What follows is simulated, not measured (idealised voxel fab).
This section sets out a process module, namely voxel capacitor over wiring.
Cross-sectional view cut (width: 245 nm; square cell size: 5 nm).
Cross-section format: a grid of square cells, given as bands from top to bottom; each band is one or more rows of cells.
Quick guide to a band line: top height, bottom height (nm) up front; then every material left to right with its width in nm. Only one material and it's marked "edge to edge"? Then it fills the band edge to edge. And "air" just means empty space.
A quick word on heights: they are counted from 0, and under that level the wafer as it came to us is one material throughout. The lowest band is different from the rest in having no bottom; it simply continues downward, written as in "0 down".
A width such as "30..40" changes by the same amount from each row of cells to the next, from the band's top row to its bottom row.
Where the words "all unchanged" appear for a step, the cross-section shows no cell changed by that step; every cell remained as before.
Closed empty spaces (no open way to the top) of 8 cells or more are what "Enclosed void inventory" lists, each as width x height at distance from the left edge, nm for all three.
Step line, after settings: the simulator's comment on this step.
Among the settings permitted on a step's line is "overlay nm"; applied to a step with a mask, it specifies the extent to which the mask lay to the right of its planned position, whereas a negative figure signifies a position to the left.
These are the steps we planned for the process:
1: op RECEIVE | material Si
2: op CONFORMAL_DEP | material SiO2 | thk nm 15
3: op DIRECTIONAL_DEP | material TiN | thk nm 5
4: op DIRECTIONAL_DEP | material W | thk nm 15
5: op MASKED_ETCH | tone cover | mask id METAL_1 | width nm 20 | pitch nm 85 | etch materials W | depth nm 15 | overlay nm 0
6: op MASKED_ETCH | tone cover | mask id METAL_1 | width nm 20 | pitch nm 85 | etch materials TiN | depth nm 5 | overlay nm 0
7: op CONFORMAL_DEP | material SiN | thk nm 5
8: op FILL_DEP | material lowk | thk nm 10
9: op CMP | height nm 35
10: op CONFORMAL_DEP | material SiCN | thk nm 5
11: op DIRECTIONAL_DEP | material lowk | thk nm 20
12: op MASKED_ETCH | tone open | mask id PLUG_1 | width nm 15 | etch materials lowk | depth nm 20 | overlay nm 0
13: op MASKED_ETCH | tone open | mask id PLUG_1 | width nm 15 | etch materials SiCN | depth nm 5 | overlay nm 0
14: op EPI | material Ru | thk nm 10
15: op EPI | material Ru | thk nm 10
16: op EPI | material Ru | thk nm 5
17: op DIRECTIONAL_DEP | material TiN | thk nm 5
18: op DIRECTIONAL_DEP | material Al2O3 | thk nm 5
19: op DIRECTIONAL_DEP | material TiN | thk nm 5
20: op PATTERN | tone cover | mask id UPPER_PLATE | material resist | width nm 70 | thk nm 15 | overlay nm 0
21: op DIRECTIONAL_ETCH | etch materials TiN | depth nm 5
22: op DIRECTIONAL_ETCH | etch materials Al2O3 | depth nm 5
23: op STRIP | etch materials resist
24: op PATTERN | tone cover | mask id LOWER_PLATE | material resist | width nm 80 | thk nm 20 | overlay nm 0
25: op DIRECTIONAL_ETCH | etch materials TiN | depth nm 5
26: op STRIP | etch materials resist
27: op FILL_DEP | material SiO2 | thk nm 20
28: op CMP | height nm 90
29: op MASKED_ETCH | tone open | mask id PLUG_2 | width nm 15 | etch materials SiO2 | depth nm 15 | overlay nm 0
30: op CONFORMAL_DEP | material TiN | thk nm 5
31: op FILL_DEP | material Ru | thk nm 10
32: op CMP | height nm 90
33: op CONFORMAL_DEP | material SiN | thk nm 5
Cross-sectional view of the wafer in its as-received condition, corresponding to the state after step 1:
	0 down: Si edge to edge
	Enclosed void inventory: none
End state of the module in cross-section, given the above starting point and plan and one mistake in execution:
	95 to 90: SiN edge to edge
	90 to 80: SiO2: 85 / TiN: 5 / Ru: 5 / TiN: 5 / SiO2: 145
	80 to 70: SiO2: 85..75 / TiN: 15..70 / SiO2: 145..100
	70 to 65: SiO2: 75 / Al2O3: 70 / SiO2: 100
	65 to 60: SiO2: 75 / TiN: 70 / SiO2: 100
	60 to 40: lowk: 75 / Ru: 15 / lowk: 155
	40 to 35: SiCN: 75 / Ru: 15 / SiCN: 155
	35 to 20: lowk: 65 / SiN: 5 / W: 20 / SiN: 5 / lowk: 55 / SiN: 5 / W: 20 / SiN: 5 / lowk: 65
	20 to 15: SiN: 70 / TiN: 20 / SiN: 65 / TiN: 20 / SiN: 70
	15 to 0: SiO2 edge to edge
	0 down: Si edge to edge
	Enclosed void inventory: none
What went wrong in running the wafer? for step 24, the planned setting was not used; the step was instead run as op PATTERN | tone cover | mask id LOWER_PLATE | material resist | width nm 70 | thk nm 20 | overlay nm 0
